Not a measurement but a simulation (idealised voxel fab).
Documented hereafter: the process module known as voxel self aligned vias.
The width of the displayed cross-section, cut, is 225 nm; its cells are square, with a size of 5 nm.
Throughout this document, each cross-section is represented as a grid of square cells and is presented as a sequence of bands enumerated from the top downward, where a band comprises one or more rows of cells.
What a band's entry tells you: where the top is and where the bottom is, as heights in nm, and after that what lies inside, material by material from left to right, each with its width in nm. Empty space is written as the word "air", and a single material marked with the word "throughout" occupies the band from edge to edge.
Where do heights start? At 0: under that level the wafer as delivered is made of one material only. And the lowest band has no floor; it just carries on downward, as in "0 nm and below".
So if you see something like "30->40" for the width, read it as the top row of the band sitting at the first number and the bottom row at the second, with every row in between moving by the same amount as the last.
"no modifications" (step): cross-section cells unchanged, all of them.
Entry "Trapped cavities". Content: empty spaces with no open connection to the top, size 8 cells or greater. Each: width x height at distance. Distance: from left edge. Unit: nm.
Past the settings on a step's line: simulator remark, on that step.
overlay nm: where the mask lay relative to plan, measured to the right, on steps with a mask; negatives go left.
Process steps (planned):
1. op RECEIVE | material Si
2. op CONFORMAL_DEP | material SiO2 | thk nm 15
3. op CONFORMAL_DEP | material SiCN | thk nm 5
4. op DIRECTIONAL_DEP | material SiO2 | thk nm 20
5. op DIRECTIONAL_DEP | material aC | thk nm 10
6. op PATTERN | tone open | mask id LINES | material resist | width nm 20 | pitch nm 45 | thk nm 30 | overlay nm 0
7. op DIRECTIONAL_ETCH | etch materials aC | depth nm 5
8. op STRIP | etch materials resist
9. op DIRECTIONAL_ETCH | etch materials SiO2 | depth nm 20
10. op STRIP | etch materials aC
11. op CONFORMAL_DEP | material TiN | thk nm 5
12. op FILL_DEP | material Ru | thk nm 5
13. op CMP | height nm 40
14. op SELECTIVE_ETCH | etch materials W Ru TiN | depth nm 10
15. op FILL_DEP | material SiN | thk nm 10
16. op CMP | height nm 40
17. op DIRECTIONAL_DEP | material SiO2 | thk nm 20
18. op MASKED_ETCH | tone open | mask id VIAS | width nm 30 | pitch nm 90 | etch materials SiO2 | depth nm 20 | overlay nm 0
19. op MASKED_ETCH | tone open | mask id VIAS | width nm 30 | pitch nm 90 | etch materials SiN | depth nm 10 | overlay nm 0
20. op CONFORMAL_DEP | material TiN | thk nm 5
21. op FILL_DEP | material W | thk nm 10
22. op CMP | height nm 60
23. op CONFORMAL_DEP | material SiCN | thk nm 5
For clarity, it should be stated that the wafers under discussion commence in an identical condition and differ with respect to the depth nm of step 7, the plan indicating the value that the first wafer had.
First wafer of several, as received: cross-section after step 1:
	0 nm and below | Si throughout
	Trapped cavities: none
Post step 23, the closing step of the module: first of several wafers, cross-sectioned:
	65 nm to 60 nm | SiCN throughout
	60 nm to 45 nm | SiO2 (50), TiN (5), W (20), TiN (5), SiO2 (60), TiN (5), W (20), TiN (5), SiO2 (55)
	45 nm to 40 nm | SiO2 (50), TiN (30), SiO2 (60), TiN (30), SiO2 (55)
	40 nm to 20 nm | SiO2 throughout
	20 nm to 15 nm | SiCN throughout
	15 nm to 0 nm | SiO2 throughout
	0 nm and below | Si throughout
	Trapped cavities: none
The last wafer as seen in cross-section at the end of the module:
	65 nm to 60 nm | SiCN throughout
	60 nm to 45 nm | SiO2 (50), TiN (5), W (20), TiN (5), SiO2 (60), TiN (5), W (20), TiN (5), SiO2 (55)
	45 nm to 40 nm | SiO2 (50), TiN (10), W (10), TiN (10), SiO2 (60), TiN (10), W (10), TiN (10), SiO2 (55)
	40 nm to 35 nm | SiO2 (55), TiN (5), W (10), TiN (5), SiO2 (25), SiN (20), SiO2 (25), TiN (5), W (10), TiN (5), SiO2 (60)
	35 nm to 30 nm | SiO2 (55), TiN (20), SiO2 (25), SiN (20), SiO2 (25), TiN (20), SiO2 (60)
	30 nm to 25 nm | SiO2 (55), TiN (5), Ru (10), TiN (5), SiO2 (25), TiN (5), Ru (10), TiN (5), SiO2 (25), TiN (5), Ru (10), TiN (5), SiO2 (60)
	25 nm to 20 nm | SiO2 (55), TiN (20), SiO2 (25), TiN (20), SiO2 (25), TiN (20), SiO2 (60)
	20 nm to 15 nm | SiCN throughout
	15 nm to 0 nm | SiO2 throughout
	0 nm and below | Si throughout
	Trapped cavities: none
Where each wafer stands at the end of the module, a row apiece: cells of each material gained (+) or lost (-) since it was received, then closed voids:
depth nm 5; +90 SiCN; +447 SiO2; +24 TiN; +24 W; Trapped cavities: none
depth nm 10; +6 Ru; +90 SiCN; +8 SiN; +399 SiO2; +50 TiN; +32 W; Trapped cavities: none
depth nm 15; +6 Ru; +90 SiCN; +8 SiN; +399 SiO2; +50 TiN; +32 W; Trapped cavities: none
depth nm 20; +6 Ru; +90 SiCN; +8 SiN; +399 SiO2; +50 TiN; +32 W; Trapped cavities: none
depth nm 25; +6 Ru; +90 SiCN; +8 SiN; +399 SiO2; +50 TiN; +32 W; Trapped cavities: none
